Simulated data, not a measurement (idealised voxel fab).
Process module under the name voxel capacitor over wiring
For reference, the cross-section in this document is cut, with width 280 nm and square cells of 5 nm.
Cross-section, as written here: a square-cell grid given band by band from the top down, where a band holds one or more rows of cells. Within each band entry, the heights of the top and of the bottom of the band appear first, in that order and in nm; the materials of the band then follow from left to right, each with its corresponding width in nm. The designation "all across" on a single material indicates that it fills the band from edge to edge; the designation "air" indicates empty space. Heights are expressed relative to 0, this being the level below which the as-received wafer comprises one material exclusively. The lowest band is unbounded in the downward direction and is denoted as in "top 0, no bottom". Graded width ("30->40"): value in top row of band = first number; value in bottom row = second number; row-to-row change constant. Reading "remained unchanged" for a step: not a cell of the cross-section changed in it. Any empty space of 8 cells or more lacking an open way to the top shows up in "Closed-off voids" as width x height at distance, distance from the left edge, in nm. Step line, after settings: the simulator's comment on this step. The "overlay nm" setting may appear on a step's line; for a step that uses a mask, it gives how far to the right of its planned position the mask lay, and a negative value indicates the left.

### So here's the lineup of process steps we planned
1 RECEIVE | material Si
2 CONFORMAL_DEP | material SiO2 | thk nm 10
3 CONFORMAL_DEP | material SiN | thk nm 5
4 DIRECTIONAL_DEP | material lowk | thk nm 20
5 DIRECTIONAL_DEP | material aC | thk nm 10
6 PATTERN | tone open | mask id METAL_1 | material resist | width nm 30 | pitch nm 80 | thk nm 25 | overlay nm 0
7 DIRECTIONAL_ETCH | etch materials aC | depth nm 10
8 STRIP | etch materials resist
9 DIRECTIONAL_ETCH | etch materials lowk | depth nm 20
10 DIRECTIONAL_ETCH | etch materials SiN | depth nm 5
11 STRIP | etch materials aC
12 CONFORMAL_DEP | material TiN | thk nm 5
13 FILL_DEP | material Ru | thk nm 10
14 CMP | height nm 35
15 EPI | material Ru | thk nm 5
16 FILL_DEP | material SiCN | thk nm 5
17 DIRECTIONAL_DEP | material SiO2 | thk nm 20
18 PATTERN | tone open | mask id PLUG_1 | material resist | width nm 15 | thk nm 15 | overlay nm 0
19 DIRECTIONAL_ETCH | etch materials SiO2 | depth nm 20
20 DIRECTIONAL_ETCH | etch materials SiCN | depth nm 5
21 STRIP | etch materials resist
22 EPI | material Ru | thk nm 10
23 EPI | material Ru | thk nm 10
24 EPI | material Ru | thk nm 5
25 DIRECTIONAL_DEP | material TiN | thk nm 5
26 DIRECTIONAL_DEP | material Al2O3 | thk nm 5
27 DIRECTIONAL_DEP | material TiN | thk nm 5
28 MASKED_ETCH | tone cover | mask id UPPER_PLATE | width nm 55 | etch materials TiN | depth nm 5 | overlay nm 0
29 MASKED_ETCH | tone cover | mask id UPPER_PLATE | width nm 55 | etch materials Al2O3 | depth nm 5 | overlay nm 0
30 PATTERN | tone cover | mask id LOWER_PLATE | material resist | width nm 65 | thk nm 20 | overlay nm 0
31 DIRECTIONAL_ETCH | etch materials TiN | depth nm 5
32 STRIP | etch materials resist
33 FILL_DEP | material SiO2 | thk nm 15
34 CMP | height nm 90
35 PATTERN | tone open | mask id PLUG_2 | material resist | width nm 15 | thk nm 20 | overlay nm 0
36 DIRECTIONAL_ETCH | etch materials SiO2 | depth nm 10
37 STRIP | etch materials resist
38 CONFORMAL_DEP | material TiN | thk nm 5
39 FILL_DEP | material W | thk nm 5
40 CMP | height nm 90
41 CONFORMAL_DEP | material SiN | thk nm 5

### Wafer cross-section on receipt, i.e. after step 1
    top 0, no bottom  Si all across
    Closed-off voids: none

### Run as planned - first of the two wafers cross-sectioned at the end of the module
    top 95, bottom 90  SiN all across
    top 90, bottom 85  SiO2 (110)  TiN (5)  W (5)  TiN (5)  SiO2 (155)
    top 85, bottom 75  SiO2 (110->100)  TiN (15->55)  SiO2 (155->125)
    top 75, bottom 70  SiO2 (100)  Al2O3 (55)  SiO2 (125)
    top 70, bottom 65  SiO2 (95)  TiN (65)  SiO2 (120)
    top 65, bottom 45  SiO2 (100)  Ru (15)  SiO2 (165)
    top 45, bottom 40  SiCN (100)  Ru (15)  SiCN (165)
    top 40, bottom 35  SiCN (80)  Ru (40)  SiCN (40)  Ru (40)  SiCN (80)
    top 35, bottom 15  lowk (85)  TiN (5)  Ru (20)  TiN (5)  lowk (50)  TiN (5)  Ru (20)  TiN (5)  lowk (85)
    top 15, bottom 10  SiN (85)  TiN (30)  SiN (50)  TiN (30)  SiN (85)
    top 10, bottom 0  SiO2 all across
    top 0, no bottom  Si all across
    Closed-off voids: none

### Same start, same plan as the first wafer - but one mistake in the run. Cross-section of the second of the two at the end of the module
    top 95, bottom 90  aC all across
    top 90, bottom 85  SiO2 (110)  TiN (5)  W (5)  TiN (5)  SiO2 (155)
    top 85, bottom 75  SiO2 (110->100)  TiN (15->55)  SiO2 (155->125)
    top 75, bottom 70  SiO2 (100)  Al2O3 (55)  SiO2 (125)
    top 70, bottom 65  SiO2 (95)  TiN (65)  SiO2 (120)
    top 65, bottom 45  SiO2 (100)  Ru (15)  SiO2 (165)
    top 45, bottom 40  SiCN (100)  Ru (15)  SiCN (165)
    top 40, bottom 35  SiCN (80)  Ru (40)  SiCN (40)  Ru (40)  SiCN (80)
    top 35, bottom 15  lowk (85)  TiN (5)  Ru (20)  TiN (5)  lowk (50)  TiN (5)  Ru (20)  TiN (5)  lowk (85)
    top 15, bottom 10  SiN (85)  TiN (30)  SiN (50)  TiN (30)  SiN (85)
    top 10, bottom 0  SiO2 all across
    top 0, no bottom  Si all across
    Closed-off voids: none
Misprocessing identified: planned and actual differ for step 41; actual: CONFORMAL_DEP | material aC | thk nm 5
The final cell counts differ between the wafers, with the second having more or fewer of some materials than the first: 56 fewer of SiN | 56 more of aC
